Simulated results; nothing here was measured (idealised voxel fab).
Presented below is a process module, voxel local oxidation.
Cross-sectional view cut (width: 275 nm; square cell size: 5 nm).
When this document writes out a cross-section, it uses a grid of square cells and lists it as bands, beginning at the top and moving down, with a band standing for one or more rows of cells.
Top, bottom (nm), then materials left to right with widths (nm); lone material tagged "edge to edge" fills the whole band edge to edge; "air" = empty space.
Heights are reckoned from 0. Under this level, the received wafer is all of one material. The bottommost band is open-ended downward, for example "0 and below".
So if you see something like "30..40" for the width, read it as the top row of the band sitting at the first number and the bottom row at the second, with every row in between moving by the same amount as the last.
Basically "left unchanged" means that step didn't change any cell in the cross-section.
"Closed void register" - sealed voids, min. 8 cells, no opening to top; format: width x height at distance (distance from left edge; nm throughout).
Anything after a step's settings on that line? It's the simulator's own note about the step.
overlay nm: step with mask; distance mask lay right of planned place; negative value = left of planned place.
# These are the steps we planned for the process
- 1: RECEIVE, material Si
- 2: OXIDIZE, depth nm 5
- 3: CONFORMAL_DEP, material SiN, thk nm 15
- 4: PATTERN, tone cover, mask id ACTIVE, material resist, width nm 130, thk nm 15, overlay nm 0
- 5: DIRECTIONAL_ETCH, etch materials SiN, depth nm 15
- 6: STRIP, etch materials resist
- 7: SELECTIVE_ETCH, etch materials SiO2, depth nm 5
- 8: OXIDIZE, depth nm 15
- 9: STRIP, etch materials SiN
# First wafer out of two, processed as planned
# As received (post step 1): cross-section
	0 and below | Si edge to edge
	Closed void register: none
# Cross-section of the wafer after step 2
	0 down to -5 | SiO2 edge to edge
	At heights below -5, the structure remains unaltered.
# Cross-section of the wafer after step 3
	15 down to 0 | SiN edge to edge
	At heights below 0, the structure remains unaltered.
# Cross-section of the wafer after step 4
	30 down to 15 | air=70 / resist=130 / air=75
	At heights below 15, the structure remains unaltered.
# Cross-section of the wafer after step 5
	30 down to 15 | air=70 / resist=130 / air=75
	15 down to 0 | air=70 / SiN=130 / air=75
	At heights below 0, the structure remains unaltered.
# Cross-section of the wafer after step 6
	15 down to 0 | air=70 / SiN=130 / air=75
	At heights below 0, the structure remains unaltered.
# Cross-section of the wafer after step 7
	15 down to 0 | air=70 / SiN=130 / air=75
	0 down to -5 | air=75 / SiO2=120 / air=80
	At heights below -5, the structure remains unaltered.
# Cross-section of the wafer after step 8
	15 down to 0 | air=70 / SiN=130 / air=75
	0 down to -5 | air=75 / SiO2=120 / air=80
	-5 down to -20 | SiO2=90 / Si=90 / SiO2=95
	At heights below -20, the structure remains unaltered.
# Cross-section of the wafer after step 9
	0 down to -5 | air=75 / SiO2=120 / air=80
	At heights below -5, the structure remains unaltered.
# Second wafer - shared start and plan with the first - one error in running - same as the first up to step 8 inclusive
Planned end of step 9: second wafer, cross-section: left unchanged
What broke from the plan during processing? step 9 in the plan did not get run; it was skipped
Count the cells at the end and the second wafer has more or fewer of some materials than the first: SiN: 78 more
